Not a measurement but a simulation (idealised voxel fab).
Module name: voxel self aligned contacts (process module)
The figure presents cross-section cut, which has a width of 210 nm and is divided into square cells with an edge length of 5 nm.
This document writes a cross-section as a grid whose cells are square, and gives it as bands, listed from the top down; one or more rows of cells form a band. A band entry consists of two parts. The first gives the height of the band's top and the height of its bottom, in nm. The rest lists the band's materials from left to right, each with its width in nm. A single material labelled with the word "throughout" fills the band from edge to edge, and the word "blank" marks empty space. Where do heights start? At 0: under that level the wafer as delivered is made of one material only. And the lowest band has no floor; it just carries on downward, as in "0 down". You'd read "30..40" like this: the band's top row of cells is as wide as the first number, its bottom row is as wide as the second, and going down, every row changes width by the same amount as the row before did. Where the words "no change" appear for a step, the cross-section shows no cell changed by that step; every cell remained as before. If an empty space has no open way to the top and is at least 8 cells in size, "Internal closed voids" lists it, written width x height at distance, where distance is measured from the left edge and every value is in nm. The remark found on a step's line after its settings is issued by the simulator itself and pertains to that step. overlay nm: step with mask; distance mask lay right of planned place; negative value = left of planned place.

# Process steps foreseen in the plan
1: RECEIVE with material Si
2: OXIDIZE with depth nm 5
3: DIRECTIONAL_DEP with material polySi, thk nm 25
4: DIRECTIONAL_DEP with material SiN, thk nm 20
5: PATTERN with tone cover, mask id GATE, material resist, width nm 30, pitch nm 55, thk nm 15, overlay nm 0
6: DIRECTIONAL_ETCH with etch materials SiN, depth nm 20
7: DIRECTIONAL_ETCH with etch materials polySi, depth nm 25
8: STRIP with etch materials resist
9: CONFORMAL_DEP with material SiN, thk nm 5
10: DIRECTIONAL_ETCH with etch materials SiN, depth nm 5
11: FILL_DEP with material SiO2, thk nm 15
12: CMP with height nm 55
13: PATTERN with tone open, mask id CONTACT, material resist, width nm 35, pitch nm 55, thk nm 15, overlay nm 0
14: DIRECTIONAL_ETCH with etch materials SiO2, depth nm 60
15: STRIP with etch materials resist
16: CONFORMAL_DEP with material TiN, thk nm 5
17: FILL_DEP with material W, thk nm 10
18: CMP with height nm 55
19: CONFORMAL_DEP with material SiCN, thk nm 5

# Wafer as received: cross-section following step 1
* 0 down | Si throughout
* Internal closed voids: none

# The module was run from the start shown above using the plan shown above, but one mistake was made doing it; the resulting wafer cross-section is below
* 60 to 55 | SiCN throughout
* 55 to 50 | 55 nm W; 5 nm TiN; 35 nm SiO2; 5 nm TiN; 10 nm W; 5 nm TiN; 35 nm SiO2; 5 nm TiN; 55 nm W
* 50 to 45 | 25 nm W; 35 nm TiN; 35 nm SiO2; 20 nm TiN; 35 nm SiO2; 35 nm TiN; 25 nm W
* 45 to 25 | 25 nm W; 5 nm TiN; 40 nm SiN; 15 nm SiO2; 40 nm SiN; 15 nm SiO2; 40 nm SiN; 5 nm TiN; 25 nm W
* 25 to 0 | 25 nm W; 5 nm TiN; 5 nm SiN; 30 nm polySi; 5 nm SiN; 15 nm SiO2; 5 nm SiN; 30 nm polySi; 5 nm SiN; 15 nm SiO2; 5 nm SiN; 30 nm polySi; 5 nm SiN; 5 nm TiN; 25 nm W
* 0 to -5 | 30 nm TiN; 150 nm SiO2; 30 nm TiN
* -5 down | Si throughout
* Internal closed voids: none
In executing the process, a mistake was made relative to the plan: it should be noted that step 13 was executed with settings other than those planned, the operation and settings actually applied being PATTERN with tone cover, mask id CONTACT, material resist, width nm 35, pitch nm 55, thk nm 15, overlay nm 0
